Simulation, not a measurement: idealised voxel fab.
voxel self aligned vias: a process module
It is cross-section cut that appears here, measuring 235 nm in width, its square cells being 5 nm in size.
The cross-sections in this document take the form of a grid made of square cells. They are written out as bands, in order from top to bottom. Each band consists of one or more rows of cells.
The entry gives the band's vertical extent as a top height and a bottom height in nm, then its horizontal make-up as materials from left to right, each with a width in nm. "blank" stands for empty space; a single material marked "all across" fills the band edge to edge.
Height is counted from the level 0, under which the received wafer is composed throughout of one material. The lowest of the bands is not closed at the bottom but continues downward, in the notation "0 and below".
The expression "30..40" gives the width at the extremes of the band, the first number at its top row of cells and the second at its bottom row, with the width changing by equal amounts from each row to the next in between.
The designation "nothing altered", where it is given for a processing step, indicates that no cell of the cross-section was altered in the course of that step.
"Trapped cavities" specifies each empty space that is not open to the top and that occupies no fewer than 8 cells, using the form width x height at distance, the distance measured from the left edge and all three quantities in nm.
If you see something after the settings on a step's line, that's the simulator's own remark about that step.
overlay nm: for a step with a mask, the amount by which the mask lay right of where it was planned; a negative amount means left of it.
### Listed below are the process steps as planned
1: op RECEIVE | material Si
2: op CONFORMAL_DEP | material SiO2 | thk nm 15
3: op CONFORMAL_DEP | material SiCN | thk nm 5
4: op DIRECTIONAL_DEP | material lowk | thk nm 30
5: op DIRECTIONAL_DEP | material aC | thk nm 15
6: op PATTERN | tone open | mask id LINES | material resist | width nm 20 | pitch nm 60 | thk nm 35 | overlay nm 0
7: op DIRECTIONAL_ETCH | etch materials aC | depth nm 15
8: op STRIP | etch materials resist
9: op DIRECTIONAL_ETCH | etch materials lowk | depth nm 30
10: op STRIP | etch materials aC
11: op CONFORMAL_DEP | material TiN | thk nm 5
12: op FILL_DEP | material Ru | thk nm 5
13: op CMP | height nm 50
14: op SELECTIVE_ETCH | etch materials W Ru TiN | depth nm 5
15: op FILL_DEP | material SiN | thk nm 5
16: op CMP | height nm 50
17: op DIRECTIONAL_DEP | material lowk | thk nm 20
18: op PATTERN | tone open | mask id VIAS | material resist | width nm 30 | pitch nm 60 | thk nm 15 | overlay nm 0
19: op DIRECTIONAL_ETCH | etch materials lowk | depth nm 20
20: op DIRECTIONAL_ETCH | etch materials SiN | depth nm 5
21: op STRIP | etch materials resist
22: op CONFORMAL_DEP | material TiN | thk nm 5
23: op FILL_DEP | material Cu | thk nm 10
24: op CMP | height nm 70
25: op CONFORMAL_DEP | material SiCN | thk nm 5
### Received-state cross-section, reflecting completion of step 1
0 and below = Si all across
Trapped cavities: none
### The following cross-section depicts the wafer upon conclusion of the module. Processing commenced from the starting condition illustrated above and adhered to the plan illustrated above, save for one mistake in execution
75 down to 70 = SiCN all across
70 down to 55 = lowk=65 / TiN=5 / Cu=30 / TiN=5 / lowk=20 / TiN=5 / Cu=30 / TiN=5 / lowk=70
55 down to 50 = lowk=65 / TiN=15 / Cu=10 / TiN=15 / lowk=20 / TiN=15 / Cu=10 / TiN=15 / lowk=70
50 down to 45 = lowk=75 / TiN=20 / lowk=40 / TiN=20 / lowk=80
45 down to 25 = lowk=75 / TiN=5 / Ru=10 / TiN=5 / lowk=40 / TiN=5 / Ru=10 / TiN=5 / lowk=80
25 down to 20 = lowk=75 / TiN=20 / lowk=40 / TiN=20 / lowk=80
20 down to 15 = SiCN all across
15 down to 0 = SiO2 all across
0 and below = Si all across
Trapped cavities: none
The mistake made against the process plan was this: heads up, step 18 didn't go per plan, it actually ran as op PATTERN | tone open | mask id VIAS | material resist | width nm 40 | pitch nm 60 | thk nm 15 | overlay nm 0
